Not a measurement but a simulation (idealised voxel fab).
process module | voxel air gaps
cross-section cut | 300 nm wide | cells 5 nm
A cross-section is a grid of square cells, given in bands from the top down. A band is one or more rows of cells.
Each band's line starts with the height of the band's top and of its bottom, in nm. Then come its materials from left to right, each with its width in nm. One material with "throughout" fills the band from edge to edge. "air" is empty space.
Height 0 is the level under which the wafer as received is all one material. The lowest band goes on downwards, as in "0 down".
A width such as "30 to 40" changes by the same amount from each row of cells to the next, from the band's top row to its bottom row.
"no change" after a step means that no cell of the cross-section changed.
closed voids: empty space of 8 cells or more with no open way to the top, each as width x height at its distance from the left edge, in nm
after a step's settings: what the simulator itself notes on the step
overlay nm, on a step with a mask: how far to the right of its planned place the mask lay; to the left if negative
plan
1 op RECEIVE | material Si
2 op CONFORMAL_DEP | material SiO2 | thk nm 10
3 op CONFORMAL_DEP | material SiCN | thk nm 5
4 op DIRECTIONAL_DEP | material SiO2 | thk nm 40
5 op MASKED_ETCH | tone open | mask id LINES | width nm 25 | pitch nm 50 | etch materials SiO2 | depth nm 40 | overlay nm 0
6 op CONFORMAL_DEP | material TiN | thk nm 5
7 op FILL_DEP | material Ru | thk nm 10
8 op CMP | height nm 55
9 op EPI | material Ru | thk nm 10
10 op SELECTIVE_ETCH | etch materials SiO2 | depth nm 50
11 op CONFORMAL_DEP | material SiCN | thk nm 5
as received, after step 1
  0 down: Si throughout
  closed voids: none
first wafer at the end, as planned
  70 to 65: air 70 | SiCN 155 | air 75
  65 to 55: air 70 | SiCN 5 | Ru 45 | SiCN 5 | Ru 45 | SiCN 5 | Ru 45 | SiCN 5 | air 75
  55 to 50: air 70 | SiCN 15 | TiN 5 | Ru 15 | TiN 5 | SiCN 25 | TiN 5 | Ru 15 | TiN 5 | SiCN 25 | TiN 5 | Ru 15 | TiN 5 | SiCN 15 | air 75
  50 to 20: air 80 | SiCN 5 | TiN 5 | Ru 15 | TiN 5 | SiCN 5 | air 15 | SiCN 5 | TiN 5 | Ru 15 | TiN 5 | SiCN 5 | air 15 | SiCN 5 | TiN 5 | Ru 15 | TiN 5 | SiCN 5 | air 85
  20 to 15: SiCN 85 | TiN 25 | SiCN 25 | TiN 25 | SiCN 25 | TiN 25 | SiCN 90
  15 to 10: SiCN throughout
  10 to 0: SiO2 throughout
  0 down: Si throughout
  closed voids: 15 x 30 at 115; 15 x 30 at 165
second wafer at the end: like start, like plan, one mistake
  70 to 65: air 70 | SiCN 155 | air 75
  65 to 55: air 70 | SiCN 5 | Ru 45 | SiCN 5 | Ru 45 | SiCN 5 | Ru 45 | SiCN 5 | air 75
  55 to 50: air 70 | SiCN 15 | TiN 5 | Ru 15 | TiN 5 | SiCN 25 | TiN 5 | Ru 15 | TiN 5 | SiCN 25 | TiN 5 | Ru 15 | TiN 5 | SiCN 15 | air 75
  50 to 20: air 80 | SiCN 5 | TiN 5 | Ru 15 | TiN 5 | SiCN 5 | air 15 | SiCN 5 | TiN 5 | Ru 15 | TiN 5 | SiCN 5 | air 15 | SiCN 5 | TiN 5 | Ru 15 | TiN 5 | SiCN 5 | air 85
  20 to 15: air 80 | SiCN 5 | TiN 25 | SiCN 5 | air 15 | SiCN 5 | TiN 25 | SiCN 5 | air 15 | SiCN 5 | TiN 25 | SiCN 5 | air 85
  15 to 10: air 80 | SiCN 15 | SiO2 5 | SiCN 15 | air 15 | SiCN 15 | SiO2 5 | SiCN 15 | air 15 | SiCN 15 | SiO2 5 | SiCN 15 | air 85
  10 to 5: SiCN 95 | SiO2 5 | SiCN 45 | SiO2 5 | SiCN 45 | SiO2 5 | SiCN 100
  5 to 0: SiCN throughout
  0 down: Si throughout
  closed voids: 15 x 40 at 115; 15 x 40 at 165
what went wrong: steps 2 and 3 were swapped
at the end the second wafer has, in cells: 36 more of SiCN | 114 fewer of SiO2
